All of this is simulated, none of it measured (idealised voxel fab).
process module | voxel ribs on slabs
cross-section cut | 160 nm wide | cells 5 nm
A cross-section is a grid of square cells, given in bands from the top down. A band is one or more rows of cells.
Each band's line starts with the height of the band's top and of its bottom, in nm. Then come its materials from left to right, each with its width in nm. One material with "throughout" fills the band from edge to edge. "air" is empty space.
Height 0 is the level under which the wafer as received is all one material. The lowest band goes on downwards, as in "0 down".
A width such as "30 to 40" changes by the same amount from each row of cells to the next, from the band's top row to its bottom row.
"no change" after a step means that no cell of the cross-section changed.
closed voids: empty space of 8 cells or more with no open way to the top, each as width x height at its distance from the left edge, in nm
after a step's settings: what the simulator itself notes on the step
overlay nm, on a step with a mask: how far to the right of its planned place the mask lay; to the left if negative
plan
1 op RECEIVE | material Si
2 op DIRECTIONAL_DEP | material SiO2 | thk nm 25
3 op DIRECTIONAL_DEP | material polySi | thk nm 20
4 op MASKED_ETCH | tone cover | mask id RIB | width nm 20 | etch materials polySi | depth nm 5 | overlay nm 0
5 op DIRECTIONAL_DEP | material aC | thk nm 10
6 op PATTERN | tone cover | mask id SLAB | material resist | width nm 50 | thk nm 25 | overlay nm 0
7 op DIRECTIONAL_ETCH | etch materials aC | depth nm 10
8 op STRIP | etch materials resist
9 op DIRECTIONAL_ETCH | etch materials polySi | depth nm 15
10 op STRIP | etch materials aC
11 op FILL_DEP | material SiO2 | thk nm 25
12 op CMP | height nm 60
13 op DIRECTIONAL_DEP | material TiN | thk nm 5
14 op DIRECTIONAL_DEP | material aC | thk nm 15
15 op PATTERN | tone cover | mask id HEATER | material resist | width nm 30 | thk nm 30 | overlay nm 0
16 op DIRECTIONAL_ETCH | etch materials aC | depth nm 15
17 op STRIP | etch materials resist
18 op DIRECTIONAL_ETCH | etch materials TiN | depth nm 5
19 op STRIP | etch materials aC
20 op CONFORMAL_DEP | material SiN | thk nm 10
as received, after step 1
  0 down: Si throughout
  closed voids: none
first wafer at the end, as planned
  75 to 70: air 55 | SiN 50 | air 55
  70 to 65: SiN throughout
  65 to 60: SiN 65 | TiN 30 | SiN 65
  60 to 45: SiO2 throughout
  45 to 40: SiO2 70 | polySi 20 | SiO2 70
  40 to 25: SiO2 55 | polySi 50 | SiO2 55
  25 to 0: SiO2 throughout
  0 down: Si throughout
  closed voids: none
second wafer at the end: like start, like plan, one mistake
  75 to 70: SiN 75 | air 10 | SiN 75
  70 to 65: SiN throughout
  65 to 60: TiN 65 | SiN 30 | TiN 65
  60 to 45: SiO2 throughout
  45 to 40: SiO2 70 | polySi 20 | SiO2 70
  40 to 25: SiO2 55 | polySi 50 | SiO2 55
  25 to 0: SiO2 throughout
  0 down: Si throughout
  closed voids: none
what went wrong: step 15 ran as: op PATTERN | tone open | mask id HEATER | material resist | width nm 30 | thk nm 30 | overlay nm 0
at the end the second wafer has, in cells: 20 more of TiN
